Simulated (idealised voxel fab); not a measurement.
The following is a process module called voxel self aligned vias.
For reference, the cross-section in this document is cut, with width 140 nm and square cells of 5 nm.
Throughout this document, each cross-section is represented as a grid of square cells and is presented as a sequence of bands enumerated from the top downward, where a band comprises one or more rows of cells. Top height, bottom height, nm. Materials left to right, width each, nm. Single material + "everywhere" = fills band edge to edge. "empty" = empty. Note: height 0 marks the level under which the wafer is uniformly one material as received. Lowest band unbounded below, written "0 and below". Graded width ("30..40"): value in top row of band = first number; value in bottom row = second number; row-to-row change constant. No cell of the cross-section changed in a step that is given as "remained unchanged". So "Internal closed voids" is basically the list of trapped voids: any empty space of 8 cells or more that can't reach the top through an opening. They're written width x height at distance, the distance being from the left edge, and it's all nm. It should be noted that, on the line of a given step, the content following the step's settings is a remark produced by the simulator itself with respect to that step. The setting "overlay nm" may be written on the line of a step. When the step uses a mask, the value reports how far to the right of the planned place the mask lay, and a negative value reports that it lay to the left.
PROCESS STEPS - PLAN
step 1: RECEIVE,material Si
step 2: CONFORMAL_DEP,material SiO2,thk nm 10
step 3: CONFORMAL_DEP,material SiCN,thk nm 5
step 4: DIRECTIONAL_DEP,material lowk,thk nm 30
step 5: PATTERN,tone open,mask id LINES,material resist,width nm 30,pitch nm 55,thk nm 20,overlay nm 0
step 6: DIRECTIONAL_ETCH,etch materials lowk,depth nm 30
step 7: STRIP,etch materials resist
step 8: CONFORMAL_DEP,material TiN,thk nm 5
step 9: FILL_DEP,material W,thk nm 10
step 10: CMP,height nm 45
step 11: SELECTIVE_ETCH,etch materials W Ru TiN,depth nm 5
step 12: FILL_DEP,material SiN,thk nm 5
step 13: CMP,height nm 45
step 14: DIRECTIONAL_DEP,material lowk,thk nm 20
step 15: DIRECTIONAL_DEP,material aC,thk nm 15
step 16: PATTERN,tone open,mask id VIAS,material resist,width nm 40,thk nm 30,overlay nm 0
step 17: DIRECTIONAL_ETCH,etch materials aC,depth nm 15
step 18: STRIP,etch materials resist
step 19: DIRECTIONAL_ETCH,etch materials lowk,depth nm 20
step 20: DIRECTIONAL_ETCH,etch materials SiN,depth nm 5
step 21: STRIP,etch materials aC
step 22: CONFORMAL_DEP,material TiN,thk nm 5
step 23: FILL_DEP,material W,thk nm 5
step 24: CMP,height nm 65
step 25: CONFORMAL_DEP,material SiN,thk nm 5
THE CROSS-SECTION HERE SHOWS THE WAFER AS RECEIVED, I.E. IN ITS STATE AFTER STEP 1
  0 and below = Si everywhere
  Internal closed voids: none
WHAT THE WAFER LOOKS LIKE IN CROSS-SECTION AFTER THIS MODULE, WHEN IT STARTS AS SHOWN ABOVE AND FOLLOWS THE PLAN ABOVE BUT ONE MISTAKE IS MADE IN RUNNING IT
  70 down to 65 = SiN everywhere
  65 down to 50 = lowk: 20, TiN: 5, W: 30, TiN: 5, lowk: 80
  50 down to 45 = lowk: 20, TiN: 10, W: 20, TiN: 10, lowk: 80
  45 down to 40 = lowk: 25, TiN: 30, lowk: 25, SiN: 30, lowk: 30
  40 down to 20 = lowk: 25, TiN: 5, W: 20, TiN: 5, lowk: 25, TiN: 5, W: 20, TiN: 5, lowk: 30
  20 down to 15 = lowk: 25, TiN: 30, lowk: 25, TiN: 30, lowk: 30
  15 down to 10 = SiN everywhere
  10 down to 0 = SiO2 everywhere
  0 and below = Si everywhere
  Internal closed voids: none
What broke from the plan during processing? step 3 ran as: CONFORMAL_DEP,material SiN,thk nm 5
